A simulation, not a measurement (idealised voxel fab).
process module | voxel double patterning
cross-section cut | 245 nm wide | cells 5 nm
A cross-section is a grid of square cells, given in bands from the top down. A band is one or more rows of cells.
Each band's line starts with the height of the band's top and of its bottom, in nm. Then come its materials from left to right, each with its width in nm. One material with "throughout" fills the band from edge to edge. "air" is empty space.
Height 0 is the level under which the wafer as received is all one material. The lowest band goes on downwards, as in "0 down".
A width such as "30 to 40" changes by the same amount from each row of cells to the next, from the band's top row to its bottom row.
"no change" after a step means that no cell of the cross-section changed.
closed voids: empty space of 8 cells or more with no open way to the top, each as width x height at its distance from the left edge, in nm
after a step's settings: what the simulator itself notes on the step
overlay nm, on a step with a mask: how far to the right of its planned place the mask lay; to the left if negative
plan
1 op RECEIVE | material Si
2 op CONFORMAL_DEP | material SiO2 | thk nm 10
3 op DIRECTIONAL_DEP | material W | thk nm 20
4 op DIRECTIONAL_DEP | material SiCN | thk nm 10
5 op MASKED_ETCH | tone open | mask id FIRST | width nm 15 | pitch nm 50 | etch materials SiCN | depth nm 10 | overlay nm 0
6 op MASKED_ETCH | tone open | mask id SECOND | width nm 15 | etch materials SiCN | depth nm 10 | overlay nm 0
7 op DIRECTIONAL_ETCH | etch materials W | depth nm 20
8 op STRIP | etch materials SiCN
first wafer, as planned
as received, after step 1
  0 down: Si throughout
  closed voids: none
after step 2
  10 to 0: SiO2 throughout
  below 0: unchanged
after step 3
  30 to 10: W throughout
  below 10: unchanged
after step 4
  40 to 30: SiCN throughout
  below 30: unchanged
after step 5
  40 to 30: SiCN 90 | air 15 | SiCN 35 | air 15 | SiCN 90
  below 30: unchanged
after step 6
  40 to 30: SiCN 90 | air 15 | SiCN 10 | air 15 | SiCN 10 | air 15 | SiCN 90
  below 30: unchanged
after step 7
  40 to 30: SiCN 90 | air 15 | SiCN 10 | air 15 | SiCN 10 | air 15 | SiCN 90
  30 to 10: W 90 | air 15 | W 10 | air 15 | W 10 | air 15 | W 90
  below 10: unchanged
after step 8
  30 to 10: W 90 | air 15 | W 10 | air 15 | W 10 | air 15 | W 90
  below 10: unchanged
second wafer: like start, like plan, one mistake. Through step 4 it matches the first wafer
when step 5 should have ended
  40 to 30: SiCN 85 | air 15 | SiCN 35 | air 15 | SiCN 95
  below 30: unchanged
when step 6 should have ended
  40 to 30: SiCN 85 | air 15 | SiCN 15 | air 15 | SiCN 5 | air 15 | SiCN 95
  below 30: unchanged
when step 7 should have ended
  40 to 30: SiCN 85 | air 15 | SiCN 15 | air 15 | SiCN 5 | air 15 | SiCN 95
  30 to 10: W 85 | air 15 | W 15 | air 15 | W 5 | air 15 | W 95
  below 10: unchanged
when step 8 should have ended
  30 to 10: W 85 | air 15 | W 15 | air 15 | W 5 | air 15 | W 95
  below 10: unchanged
what went wrong: step 5 ran as: op MASKED_ETCH | tone open | mask id FIRST | width nm 15 | pitch nm 50 | etch materials SiCN | depth nm 10 | overlay nm -5
at the end the second wafer has, in cells: as many of each material as the first, in other places
